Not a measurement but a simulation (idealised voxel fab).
process module | voxel double patterning
cross-section cut | 165 nm wide | cells 5 nm
A cross-section is a grid of square cells, given in bands from the top down. A band is one or more rows of cells.
Each band's line starts with the height of the band's top and of its bottom, in nm. Then come its materials from left to right, each with its width in nm. One material with "throughout" fills the band from edge to edge. "air" is empty space.
Height 0 is the level under which the wafer as received is all one material. The lowest band goes on downwards, as in "0 down".
A width such as "30 to 40" changes by the same amount from each row of cells to the next, from the band's top row to its bottom row.
"no change" after a step means that no cell of the cross-section changed.
closed voids: empty space of 8 cells or more with no open way to the top, each as width x height at its distance from the left edge, in nm
after a step's settings: what the simulator itself notes on the step
overlay nm, on a step with a mask: how far to the right of its planned place the mask lay; to the left if negative
plan
1 op RECEIVE | material Si
2 op CONFORMAL_DEP | material SiN | thk nm 5
3 op DIRECTIONAL_DEP | material SiO2 | thk nm 15
4 op DIRECTIONAL_DEP | material SiCN | thk nm 5
5 op DIRECTIONAL_DEP | material aC | thk nm 15
6 op PATTERN | tone open | mask id FIRST | material resist | width nm 15 | pitch nm 50 | thk nm 35 | overlay nm 0
7 op DIRECTIONAL_ETCH | etch materials aC | depth nm 15
8 op STRIP | etch materials resist
9 op DIRECTIONAL_ETCH | etch materials SiCN | depth nm 5
10 op STRIP | etch materials aC
11 op DIRECTIONAL_DEP | material aC | thk nm 15
12 op PATTERN | tone open | mask id SECOND | material resist | width nm 15 | thk nm 35 | overlay nm 0
13 op DIRECTIONAL_ETCH | etch materials aC | depth nm 15
14 op STRIP | etch materials resist
15 op DIRECTIONAL_ETCH | etch materials SiCN | depth nm 5
16 op STRIP | etch materials aC
17 op DIRECTIONAL_ETCH | etch materials SiO2 | depth nm 15
18 op STRIP | etch materials SiCN
varied across the wafers: width nm of step 12. The plan shows the first wafer's value. All wafers start alike
first wafer as received, after step 1
  0 down: Si throughout
  closed voids: none
each wafer at the end: cells of each material gained (+) or lost (-) since it was received, then its closed voids
width nm 15 | +33 SiN | +72 SiO2 | closed voids: none
width nm 20 | +33 SiN | +69 SiO2 | closed voids: none
width nm 25 | +33 SiN | +66 SiO2 | closed voids: none
width nm 30 | +33 SiN | +63 SiO2 | closed voids: none
